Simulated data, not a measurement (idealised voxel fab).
process module | voxel transistor to metal
cross-section cut | 205 nm wide | cells 5 nm
A cross-section is a grid of square cells, given in bands from the top down. A band is one or more rows of cells.
Each band's line starts with the height of the band's top and of its bottom, in nm. Then come its materials from left to right, each with its width in nm. One material with "throughout" fills the band from edge to edge. "air" is empty space.
Height 0 is the level under which the wafer as received is all one material. The lowest band goes on downwards, as in "0 down".
A width such as "30 to 40" changes by the same amount from each row of cells to the next, from the band's top row to its bottom row.
"no change" after a step means that no cell of the cross-section changed.
closed voids: empty space of 8 cells or more with no open way to the top, each as width x height at its distance from the left edge, in nm
after a step's settings: what the simulator itself notes on the step
overlay nm, on a step with a mask: how far to the right of its planned place the mask lay; to the left if negative
plan
1 op RECEIVE | material Si
2 op OXIDIZE | depth nm 5
3 op CONFORMAL_DEP | material SiN | thk nm 10
4 op MASKED_ETCH | tone cover | mask id ACTIVE | width nm 95 | etch materials SiN | depth nm 10 | overlay nm 0
5 op MASKED_ETCH | tone cover | mask id ACTIVE | width nm 95 | etch materials SiO2 | depth nm 5 | overlay nm 0
6 op MASKED_ETCH | tone cover | mask id ACTIVE | width nm 95 | etch materials Si | depth nm 30 | overlay nm 0
7 op OXIDIZE | depth nm 5
8 op FILL_DEP | material SiO2 | thk nm 5
9 op CMP | height nm 10
10 op SELECTIVE_ETCH | etch materials SiO2 | depth nm 5
11 op STRIP | etch materials SiN
12 op SELECTIVE_ETCH | etch materials SiO2 | depth nm 5
13 op OXIDIZE | depth nm 5
14 op DIRECTIONAL_DEP | material polySi | thk nm 20
15 op DIRECTIONAL_DEP | material SiCN | thk nm 10
16 op MASKED_ETCH | tone cover | mask id GATE | width nm 25 | etch materials SiCN | depth nm 20 | overlay nm 0
17 op MASKED_ETCH | tone cover | mask id GATE | width nm 25 | etch materials polySi | depth nm 30 | overlay nm 0
18 op CONFORMAL_DEP | material SiO2 | thk nm 5
19 op DIRECTIONAL_ETCH | etch materials SiO2 | depth nm 5
20 op CONFORMAL_DEP | material SiN | thk nm 5
21 op DIRECTIONAL_ETCH | etch materials SiN | depth nm 5
22 op DIRECTIONAL_ETCH | etch materials SiO2 | depth nm 5
23 op EPI | material pSi | thk nm 5
24 op FILL_DEP | material SiO2 | thk nm 10
25 op CMP | height nm 25
26 op DIRECTIONAL_DEP | material SiO2 | thk nm 10
27 op DIRECTIONAL_DEP | material aC | thk nm 15
28 op PATTERN | tone open | mask id CONTACT | material resist | width nm 15 | pitch nm 70 | thk nm 35 | overlay nm 0
29 op DIRECTIONAL_ETCH | etch materials aC | depth nm 15
30 op STRIP | etch materials resist
31 op DIRECTIONAL_ETCH | etch materials SiO2 | depth nm 40
32 op STRIP | etch materials aC
33 op CONFORMAL_DEP | material TiN | thk nm 5
34 op FILL_DEP | material W | thk nm 10
35 op CMP | height nm 35
36 op CONFORMAL_DEP | material SiCN | thk nm 5
37 op DIRECTIONAL_DEP | material lowk | thk nm 20
38 op MASKED_ETCH | tone open | mask id METAL_1 | width nm 15 | pitch nm 70 | etch materials lowk | depth nm 20 | overlay nm 0
39 op MASKED_ETCH | tone open | mask id METAL_1 | width nm 15 | pitch nm 70 | etch materials SiCN | depth nm 5 | overlay nm 0
40 op CONFORMAL_DEP | material TiN | thk nm 5
41 op FILL_DEP | material Cu | thk nm 10
42 op CMP | height nm 60
43 op CONFORMAL_DEP | material SiN | thk nm 5
as received, after step 1
  0 down: Si throughout
  closed voids: none
a wafer at the end: this start, this plan, one mistake
  65 to 60: SiN throughout
  60 to 40: lowk 60 | TiN 5 | Cu 5 | TiN 5 | lowk 55 | TiN 5 | Cu 5 | TiN 5 | lowk 60
  40 to 35: SiCN 60 | TiN 15 | SiCN 55 | TiN 15 | SiCN 60
  35 to 25: SiO2 60 | TiN 5 | W 5 | TiN 5 | SiO2 55 | TiN 5 | W 5 | TiN 5 | SiO2 60
  25 to 20: SiO2 60 | TiN 5 | W 5 | TiN 5 | SiO2 5 | SiN 5 | SiO2 5 | SiCN 25 | SiO2 5 | SiN 5 | SiO2 5 | TiN 5 | W 5 | TiN 5 | SiO2 60
  20 to 5: SiO2 60 | TiN 5 | W 5 | TiN 5 | SiO2 5 | SiN 5 | SiO2 5 | polySi 25 | SiO2 5 | SiN 5 | SiO2 5 | TiN 5 | W 5 | TiN 5 | SiO2 60
  5 to 0: SiO2 60 | TiN 15 | SiO2 5 | SiN 5 | SiO2 5 | polySi 25 | SiO2 5 | SiN 5 | SiO2 5 | TiN 15 | SiO2 60
  0 to -5: SiO2 55 | pSi 25 | SiO2 45 | pSi 25 | SiO2 55
  -5 to -40: SiO2 60 | Si 85 | SiO2 60
  -40 down: Si throughout
  closed voids: none
what went wrong: steps 11 and 12 were swapped
